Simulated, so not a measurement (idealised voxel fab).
process module | voxel plated lines
cross-section cut | 270 nm wide | cells 5 nm
A cross-section is a grid of square cells, given in bands from the top down. A band is one or more rows of cells.
Each band's line starts with the height of the band's top and of its bottom, in nm. Then come its materials from left to right, each with its width in nm. One material with "throughout" fills the band from edge to edge. "air" is empty space.
Height 0 is the level under which the wafer as received is all one material. The lowest band goes on downwards, as in "0 down".
A width such as "30 to 40" changes by the same amount from each row of cells to the next, from the band's top row to its bottom row.
"no change" after a step means that no cell of the cross-section changed.
closed voids: empty space of 8 cells or more with no open way to the top, each as width x height at its distance from the left edge, in nm
after a step's settings: what the simulator itself notes on the step
overlay nm, on a step with a mask: how far to the right of its planned place the mask lay; to the left if negative
plan
1 op RECEIVE | material Si
2 op CONFORMAL_DEP | material SiO2 | thk nm 15
3 op DIRECTIONAL_DEP | material TiN | thk nm 5
4 op PATTERN | tone open | mask id LINES | material resist | width nm 15 | pitch nm 40 | thk nm 25 | overlay nm -15
5 op EPI | material Ru | thk nm 5
6 op EPI | material Ru | thk nm 10
7 op STRIP | etch materials resist
8 op DIRECTIONAL_ETCH | etch materials TiN | depth nm 5
9 op CONFORMAL_DEP | material SiCN | thk nm 5
varied across the wafers: overlay nm of step 4. The plan shows the first wafer's value. All wafers start alike
first wafer as received, after step 1
  0 down: Si throughout
  closed voids: none
first wafer at the end, after step 9
  40 to 35: air 45 | SiCN 25 | air 15 | SiCN 25 | air 15 | SiCN 25 | air 15 | SiCN 25 | air 80
  35 to 20: air 45 | SiCN 5 | Ru 15 | SiCN 5 | air 15 | SiCN 5 | Ru 15 | SiCN 5 | air 15 | SiCN 5 | Ru 15 | SiCN 5 | air 15 | SiCN 5 | Ru 15 | SiCN 5 | air 80
  20 to 15: SiCN 50 | TiN 15 | SiCN 25 | TiN 15 | SiCN 25 | TiN 15 | SiCN 25 | TiN 15 | SiCN 85
  15 to 0: SiO2 throughout
  0 down: Si throughout
  closed voids: none
last wafer at the end
  40 to 35: air 75 | SiCN 25 | air 15 | SiCN 25 | air 15 | SiCN 25 | air 15 | SiCN 25 | air 50
  35 to 20: air 75 | SiCN 5 | Ru 15 | SiCN 5 | air 15 | SiCN 5 | Ru 15 | SiCN 5 | air 15 | SiCN 5 | Ru 15 | SiCN 5 | air 15 | SiCN 5 | Ru 15 | SiCN 5 | air 50
  20 to 15: SiCN 80 | TiN 15 | SiCN 25 | TiN 15 | SiCN 25 | TiN 15 | SiCN 25 | TiN 15 | SiCN 55
  15 to 0: SiO2 throughout
  0 down: Si throughout
  closed voids: none
each wafer at the end: cells of each material gained (+) or lost (-) since it was received, then its closed voids
overlay nm -15 | +36 Ru | +86 SiCN | +162 SiO2 | +12 TiN | closed voids: none
overlay nm -10 | +36 Ru | +86 SiCN | +162 SiO2 | +12 TiN | closed voids: none
overlay nm -5 | +36 Ru | +86 SiCN | +162 SiO2 | +12 TiN | closed voids: none
overlay nm 0 | +36 Ru | +86 SiCN | +162 SiO2 | +12 TiN | closed voids: none
overlay nm 5 | +36 Ru | +86 SiCN | +162 SiO2 | +12 TiN | closed voids: none
overlay nm 10 | +36 Ru | +86 SiCN | +162 SiO2 | +12 TiN | closed voids: none
overlay nm 15 | +36 Ru | +86 SiCN | +162 SiO2 | +12 TiN | closed voids: none
